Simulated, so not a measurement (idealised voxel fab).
Process module under the name voxel tone inversion
Each square cell in cross-section cut measures 5 nm, and the section as a whole is 165 nm wide.
In what follows, cross-sections appear as grids of square cells, described through bands that run from the top down, where every band is one or more rows of cells.
Look at the band entry: it leads with the top's height and the bottom's height in nm. Then it lists the materials left to right, with a width in nm for each. The word "edge to edge" on a single material says that material fills the band edge to edge. The word "empty" is empty space.
Ref level 0: as-received wafer is one material below here. Bottom band extends down with no lower bound ("0 nm and below").
Width: "30..40" (first number = top row, second number = bottom row, same change from row to row of cells).
Where the words "no change occurred" appear for a step, the cross-section shows no cell changed by that step; every cell remained as before.
Reported under the label "Sealed void list" are the empty spaces having no open way to the top and comprising 8 cells or more; the notation for each is width x height at distance, in which the distance is measured from the left edge and all three values are in nm.
If you see something after the settings on a step's line, that's the simulator's own remark about that step.
The line of a step may include "overlay nm". On a step with a mask, this value is how far to the right of its planned place the mask lay. A negative value means the mask lay to the left.

## Process steps - plan
step 1: RECEIVE, material Si
step 2: CONFORMAL_DEP, material SiCN, thk nm 10
step 3: DIRECTIONAL_DEP, material aC, thk nm 15
step 4: PATTERN, tone cover, mask id POSTS, material resist, width nm 15, pitch nm 40, thk nm 25, overlay nm 0
step 5: DIRECTIONAL_ETCH, etch materials aC, depth nm 15
step 6: STRIP, etch materials resist
step 7: FILL_DEP, material lowk, thk nm 10
step 8: CMP, height nm 25
step 9: STRIP, etch materials aC

## Cross-section of the wafer as it came to us, i.e., already through step 1
    0 nm and below  Si edge to edge
    Sealed void list: none

## first wafer at the end, as planned
    25 nm to 10 nm  55 of lowk, 15 of empty, 25 of lowk, 15 of empty, 55 of lowk
    10 nm to 0 nm  SiCN edge to edge
    0 nm and below  Si edge to edge
    Sealed void list: none

## Wafer two, end of module, cross-section. Same start, same plan as wafer one. One mistake in the run
    25 nm to 15 nm  SiCN edge to edge
    15 nm to 0 nm  aC edge to edge
    0 nm and below  Si edge to edge
    Sealed void list: none
Deviation noted in wafer processing: steps 2 and 3 run out of order (swapped)
Final wafer comparison in cells, second versus first, more or fewer per material: +99 aC; -81 lowk
